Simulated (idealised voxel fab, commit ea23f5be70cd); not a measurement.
Name of the process module below: voxel capacitor over wiring
Square cells of 5 nm make up the cross-section cut, whose width is 300 nm.
Square cells in a grid make up a cross-section in this document, and the grid is given as bands, listed from the top down, each one or more rows of cells.
Quick guide to a band line: top height, bottom height (nm) up front; then every material left to right with its width in nm. Only one material and it's marked "throughout"? Then it fills the band edge to edge. And "air" just means empty space.
Zero point of the height axis is 0; under it, received wafer = one material. Lowest band: continues down indefinitely, "top 0, no bottom".
Think of "30..40" as a width that walks from the first number to the second as you go down the band, top row to bottom row, taking equal-sized steps from row to row.
"no alteration", as given for a step, is the statement that not any cell of the cross-section underwent a change during that step.
Any empty space of 8 cells or more lacking an open way to the top shows up in "Closed void listing" as width x height at distance, distance from the left edge, in nm.
If you see something after the settings on a step's line, that's the simulator's own remark about that step.
overlay nm, on a step with a mask: how far to the right of its planned place the mask lay; to the left if negative

### This section lists the process steps that were planned
1 RECEIVE | material Si
2 CONFORMAL_DEP | material SiO2 | thk nm 15
3 CONFORMAL_DEP | material SiN | thk nm 5
4 DIRECTIONAL_DEP | material SiO2 | thk nm 15
5 PATTERN | tone open | mask id METAL_1 | material resist | width nm 25 | pitch nm 85 | thk nm 20 | overlay nm 0
6 DIRECTIONAL_ETCH | etch materials SiO2 | depth nm 15
7 DIRECTIONAL_ETCH | etch materials SiN | depth nm 5
8 STRIP | etch materials resist
9 CONFORMAL_DEP | material TiN | thk nm 5
10 FILL_DEP | material Cu | thk nm 5
11 CMP | height nm 35
12 EPI | material Ru | thk nm 5
13 FILL_DEP | material SiCN | thk nm 5
14 DIRECTIONAL_DEP | material SiO2 | thk nm 20
15 PATTERN | tone open | mask id PLUG_1 | material resist | width nm 15 | thk nm 15 | overlay nm 0
16 DIRECTIONAL_ETCH | etch materials SiO2 | depth nm 20
17 DIRECTIONAL_ETCH | etch materials SiCN | depth nm 5
18 STRIP | etch materials resist
19 CONFORMAL_DEP | material TiN | thk nm 5
20 FILL_DEP | material W | thk nm 5
21 CMP | height nm 65
22 DIRECTIONAL_DEP | material TiN | thk nm 5
23 DIRECTIONAL_DEP | material SiN | thk nm 5
24 DIRECTIONAL_DEP | material TiN | thk nm 5
25 DIRECTIONAL_DEP | material aC | thk nm 15
26 PATTERN | tone cover | mask id UPPER_PLATE | material resist | width nm 65 | thk nm 35 | overlay nm 0
27 DIRECTIONAL_ETCH | etch materials aC | depth nm 15
28 STRIP | etch materials resist
29 DIRECTIONAL_ETCH | etch materials TiN | depth nm 5
30 DIRECTIONAL_ETCH | etch materials SiN | depth nm 5
31 STRIP | etch materials aC
32 MASKED_ETCH | tone cover | mask id LOWER_PLATE | width nm 75 | etch materials TiN | depth nm 5 | overlay nm 0
33 FILL_DEP | material SiO2 | thk nm 20
34 CMP | height nm 95
35 PATTERN | tone open | mask id PLUG_2 | material resist | width nm 15 | thk nm 20 | overlay nm 0
36 DIRECTIONAL_ETCH | etch materials SiO2 | depth nm 15
37 STRIP | etch materials resist
38 CONFORMAL_DEP | material TiN | thk nm 5
39 FILL_DEP | material W | thk nm 5
40 CMP | height nm 95
41 CONFORMAL_DEP | material SiN | thk nm 5

### Incoming wafer in cross-section (state: after step 1)
top 0, no bottom: Si throughout
Closed void listing: none

### Final wafer profile in cross-section after the module, from the same start and plan as above, with one mistake made during processing
top 100, bottom 95: SiN throughout
top 95, bottom 85: SiO2 115, then TiN 5, then W 5, then TiN 5, then SiO2 170
top 85, bottom 75: SiO2 115..105, then TiN 15..65, then SiO2 170..130
top 75, bottom 70: SiO2 105, then SiN 65, then SiO2 130
top 70, bottom 65: SiO2 100, then TiN 75, then SiO2 125
top 65, bottom 45: Cu throughout
top 45, bottom 40: SiCN throughout
top 40, bottom 35: SiCN 90, then Ru 35, then SiCN 50, then Ru 35, then SiCN 90
top 35, bottom 20: SiO2 95, then TiN 5, then Cu 15, then TiN 5, then SiO2 60, then TiN 5, then Cu 15, then TiN 5, then SiO2 95
top 20, bottom 15: SiN 95, then TiN 25, then SiN 60, then TiN 25, then SiN 95
top 15, bottom 0: SiO2 throughout
top 0, no bottom: Si throughout
Closed void listing: none
Want to know what went wrong? for step 14, the planned setting was not used; the step was instead run as DIRECTIONAL_DEP | material Cu | thk nm 20
